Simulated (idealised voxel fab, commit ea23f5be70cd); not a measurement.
Process module name: voxel fin reveal
Displayed cross-section: cut, width of 210 nm, square cells sized 5 nm.
This document writes a cross-section as a grid whose cells are square, and gives it as bands, listed from the top down; one or more rows of cells form a band. Top, bottom (nm), then materials left to right with widths (nm); lone material tagged "everywhere" fills the whole band edge to edge; "blank" = empty space. It should be noted that heights are counted from 0, beneath which the wafer as supplied is of one material throughout, and that the lowest band possesses no lower boundary but continues downward, as written in "0 down". Quick explanation for "30 to 40": the width changes in equal steps down the rows of cells, from the first number in the band's top row to the second number in its bottom row. Key: "all unchanged" - step with no changed cell in the cross-section. Each empty space that has no open way to the top and spans at least 8 cells appears under "Enclosed internal voids" as width x height at distance, the distance counted from the left edge, all in nm. Formally, on a step line, whatever follows the settings is a remark that the simulator itself makes on the step. What "overlay nm" on a step's line means: if the step has a mask, that mask lay this far to the right of its planned place, or, when the value is negative, to the left.
Planned process steps
- 1: RECEIVE: material Si
- 2: CONFORMAL_DEP: material SiN, thk nm 10
- 3: PATTERN: tone cover, mask id FINS, material resist, width nm 15, pitch nm 40, thk nm 20, overlay nm 0
- 4: DIRECTIONAL_ETCH: etch materials SiN, depth nm 10
- 5: DIRECTIONAL_ETCH: etch materials Si, depth nm 40
- 6: STRIP: etch materials resist
- 7: OXIDIZE: depth nm 5
- 8: FILL_DEP: material SiO2, thk nm 5
- 9: CMP: height nm 10
- 10: SELECTIVE_ETCH: etch materials SiO2, depth nm 20
- 11: STRIP: etch materials SiN
- 12: CONFORMAL_DEP: material HfO2, thk nm 5
The following pertains to the first of two wafers, which was processed as planned
The cross-section here shows the wafer as received, i.e. in its state after step 1
* 0 down: Si everywhere
* Enclosed internal voids: none
State of the wafer after step 2, shown in cross-section
* 10 to 0: SiN everywhere
* Below 0, the layers are the same as they were.
State of the wafer after step 3, shown in cross-section
* 30 to 10: blank=55, then resist=15, then blank=25, then resist=15, then blank=25, then resist=15, then blank=60
* Below 10, the layers are the same as they were.
State of the wafer after step 4, shown in cross-section
* 30 to 10: blank=55, then resist=15, then blank=25, then resist=15, then blank=25, then resist=15, then blank=60
* 10 to 0: blank=55, then SiN=15, then blank=25, then SiN=15, then blank=25, then SiN=15, then blank=60
* Below 0, the layers are the same as they were.
State of the wafer after step 5, shown in cross-section
* 30 to 10: blank=55, then resist=15, then blank=25, then resist=15, then blank=25, then resist=15, then blank=60
* 10 to 0: blank=55, then SiN=15, then blank=25, then SiN=15, then blank=25, then SiN=15, then blank=60
* 0 to -40: blank=55, then Si=15, then blank=25, then Si=15, then blank=25, then Si=15, then blank=60
* Below -40, the layers are the same as they were.
State of the wafer after step 6, shown in cross-section
* 10 to 0: blank=55, then SiN=15, then blank=25, then SiN=15, then blank=25, then SiN=15, then blank=60
* Below 0, the layers are the same as they were.
State of the wafer after step 7, shown in cross-section
* 10 to 0: blank=55, then SiN=15, then blank=25, then SiN=15, then blank=25, then SiN=15, then blank=60
* 0 to -40: blank=55, then SiO2=5, then Si=5, then SiO2=5, then blank=25, then SiO2=5, then Si=5, then SiO2=5, then blank=25, then SiO2=5, then Si=5, then SiO2=5, then blank=60
* -40 to -45: SiO2=60, then Si=5, then SiO2=35, then Si=5, then SiO2=35, then Si=5, then SiO2=65
* Below -45, the layers are the same as they were.
State of the wafer after step 8, shown in cross-section
* 15 to 10: SiO2 everywhere
* 10 to 0: SiO2=55, then SiN=15, then SiO2=25, then SiN=15, then SiO2=25, then SiN=15, then SiO2=60
* 0 to -45: SiO2=60, then Si=5, then SiO2=35, then Si=5, then SiO2=35, then Si=5, then SiO2=65
* Below -45, the layers are the same as they were.
State of the wafer after step 9, shown in cross-section
* 10 to 0: SiO2=55, then SiN=15, then SiO2=25, then SiN=15, then SiO2=25, then SiN=15, then SiO2=60
* Below 0, the layers are the same as they were.
State of the wafer after step 10, shown in cross-section
* 10 to 0: blank=55, then SiN=15, then blank=25, then SiN=15, then blank=25, then SiN=15, then blank=60
* 0 to -10: blank=60, then Si=5, then blank=35, then Si=5, then blank=35, then Si=5, then blank=65
* Below -10, the layers are the same as they were.
State of the wafer after step 11, shown in cross-section
* 0 to -10: blank=60, then Si=5, then blank=35, then Si=5, then blank=35, then Si=5, then blank=65
* Below -10, the layers are the same as they were.
State of the wafer after step 12, shown in cross-section
* 5 to 0: blank=55, then HfO2=15, then blank=25, then HfO2=15, then blank=25, then HfO2=15, then blank=60
* 0 to -5: blank=55, then HfO2=5, then Si=5, then HfO2=5, then blank=25, then HfO2=5, then Si=5, then HfO2=5, then blank=25, then HfO2=5, then Si=5, then HfO2=5, then blank=60
* -5 to -10: HfO2=60, then Si=5, then HfO2=35, then Si=5, then HfO2=35, then Si=5, then HfO2=65
* Below -10, the layers are the same as they were.
Wafer two. Same start, same plan, one slip in execution. Same as wafer one through step 9, inclusive
Look at the second wafer in cross-section at the time step 10 ought to have finished
* 10 to 0: blank=55, then SiN=15, then blank=25, then SiN=15, then blank=25, then SiN=15, then blank=60
* Below 0, the layers are the same as they were.
Look at the second wafer in cross-section at the time step 11 ought to have finished
* 0 to -45: SiO2=60, then Si=5, then SiO2=35, then Si=5, then SiO2=35, then Si=5, then SiO2=65
* Below -45, the layers are the same as they were.
Look at the second wafer in cross-section at the time step 12 ought to have finished
* 5 to 0: HfO2 everywhere
* Below 0, the layers are the same as they were.
what went wrong: heads up, step 10 didn't go per plan, it actually ran as SELECTIVE_ETCH: etch materials SiO2, depth nm 10
In the final state, the cell counts of the second wafer exceed or fall short of those of the first for the following materials: HfO2: 12 fewer; SiO2: 78 more
